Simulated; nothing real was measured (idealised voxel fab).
Documented hereafter: the process module known as voxel capacitor over wiring.
We display cut, a cross-section 220 nm in width whose square cells are each 5 nm.
Cross-section layout: square cells on a grid; listed as bands, top to bottom; a band spans one or more cell rows. Heads up on the band format: heights come first, top then bottom, in nm. After that it's the materials left to right, each with its width in nm. A single material flagged "edge to edge" fills the whole band edge to edge, and "blank" means there's empty space there. Counting heights begins at 0, where everything beneath is, in the wafer as received, one material. The lowest band has no bottom; it goes on downwards, as "from 0 down" shows. The expression "30->40" gives the width at the extremes of the band, the first number at its top row of cells and the second at its bottom row, with the width changing by equal amounts from each row to the next in between. Basically "no modification" means that step didn't change any cell in the cross-section. Under "Sealed void list" you'll find the enclosed gaps, the ones with no way out to the top, that are 8 cells or bigger; each reads width x height at distance, with distance counted from the left edge, everything in nm. Step line, after settings: the simulator's comment on this step. overlay nm: right-of-plan distance of the mask on a masked step; negative values mean left-of-plan.

List of planned process steps:
| 1 | RECEIVE (material Si) |
| 2 | CONFORMAL_DEP (material SiO2; thk nm 10) |
| 3 | DIRECTIONAL_DEP (material TiN; thk nm 5) |
| 4 | DIRECTIONAL_DEP (material W; thk nm 20) |
| 5 | MASKED_ETCH (tone cover; mask id METAL_1; width nm 30; pitch nm 100; etch materials W; depth nm 20; overlay nm 0) |
| 6 | MASKED_ETCH (tone cover; mask id METAL_1; width nm 30; pitch nm 100; etch materials TiN; depth nm 5; overlay nm 0) |
| 7 | CONFORMAL_DEP (material SiN; thk nm 5) |
| 8 | FILL_DEP (material lowk; thk nm 10) |
| 9 | CMP (height nm 35) |
| 10 | CONFORMAL_DEP (material SiCN; thk nm 5) |
| 11 | DIRECTIONAL_DEP (material lowk; thk nm 15) |
| 12 | PATTERN (tone open; mask id PLUG_1; material resist; width nm 15; thk nm 15; overlay nm 0) |
| 13 | DIRECTIONAL_ETCH (etch materials lowk; depth nm 15) |
| 14 | DIRECTIONAL_ETCH (etch materials SiCN; depth nm 5) |
| 15 | STRIP (etch materials resist) |
| 16 | EPI (material Ru; thk nm 10) |
| 17 | EPI (material Ru; thk nm 10) |
| 18 | DIRECTIONAL_DEP (material TiN; thk nm 10) |
| 19 | DIRECTIONAL_DEP (material Al2O3; thk nm 5) |
| 20 | DIRECTIONAL_DEP (material TiN; thk nm 5) |
| 21 | MASKED_ETCH (tone cover; mask id UPPER_PLATE; width nm 75; etch materials TiN; depth nm 5; overlay nm 0) |
| 22 | MASKED_ETCH (tone cover; mask id UPPER_PLATE; width nm 75; etch materials Al2O3; depth nm 5; overlay nm 0) |
| 23 | MASKED_ETCH (tone cover; mask id LOWER_PLATE; width nm 85; etch materials TiN; depth nm 10; overlay nm 0) |
| 24 | FILL_DEP (material SiO2; thk nm 15) |
| 25 | CMP (height nm 85) |
| 26 | MASKED_ETCH (tone open; mask id PLUG_2; width nm 15; etch materials SiO2; depth nm 10; overlay nm 0) |
| 27 | CONFORMAL_DEP (material TiN; thk nm 5) |
| 28 | FILL_DEP (material W; thk nm 10) |
| 29 | CMP (height nm 85) |
| 30 | CONFORMAL_DEP (material SiN; thk nm 5) |

Incoming wafer, cross-sectional view, post step 1:
    from 0 down = Si edge to edge
    Sealed void list: none

First wafer at the end, as planned:
    from 90 to 85 = SiN edge to edge
    from 85 to 80 = SiO2 (70), then TiN (5), then W (5), then TiN (5), then SiO2 (135)
    from 80 to 70 = SiO2 (70->60), then TiN (15->75), then SiO2 (135->85)
    from 70 to 65 = SiO2 (60), then Al2O3 (75), then SiO2 (85)
    from 65 to 55 = SiO2 (55), then TiN (85), then SiO2 (80)
    from 55 to 40 = lowk (60), then Ru (15), then lowk (145)
    from 40 to 35 = SiCN (60), then Ru (15), then SiCN (145)
    from 35 to 15 = lowk (40), then SiN (5), then W (30), then SiN (5), then lowk (60), then SiN (5), then W (30), then SiN (5), then lowk (40)
    from 15 to 10 = SiN (45), then TiN (30), then SiN (70), then TiN (30), then SiN (45)
    from 10 to 0 = SiO2 edge to edge
    from 0 down = Si edge to edge
    Sealed void list: none

Cross-sectional view of the second of two wafers upon completion of the module. This wafer shared its starting condition and process plan with the first; one error was made during its execution:
    from 90 to 85 = SiN edge to edge
    from 85 to 80 = SiO2 (70), then TiN (5), then W (5), then TiN (5), then SiO2 (135)
    from 80 to 75 = SiO2 (70), then TiN (15), then SiO2 (135)
    from 75 to 70 = SiO2 edge to edge
    from 70 to 65 = SiO2 (60), then Al2O3 (75), then SiO2 (85)
    from 65 to 55 = SiO2 (55), then TiN (85), then SiO2 (80)
    from 55 to 40 = lowk (60), then Ru (15), then lowk (145)
    from 40 to 35 = SiCN (60), then Ru (15), then SiCN (145)
    from 35 to 15 = lowk (40), then SiN (5), then W (30), then SiN (5), then lowk (60), then SiN (5), then W (30), then SiN (5), then lowk (40)
    from 15 to 10 = SiN (45), then TiN (30), then SiN (70), then TiN (30), then SiN (45)
    from 10 to 0 = SiO2 edge to edge
    from 0 down = Si edge to edge
    Sealed void list: none
Run error: no execution of plan step 20; skipped
Looking at both finished wafers in cells, the second ends up ahead of or behind the first on some materials: +15 SiO2 | -15 TiN
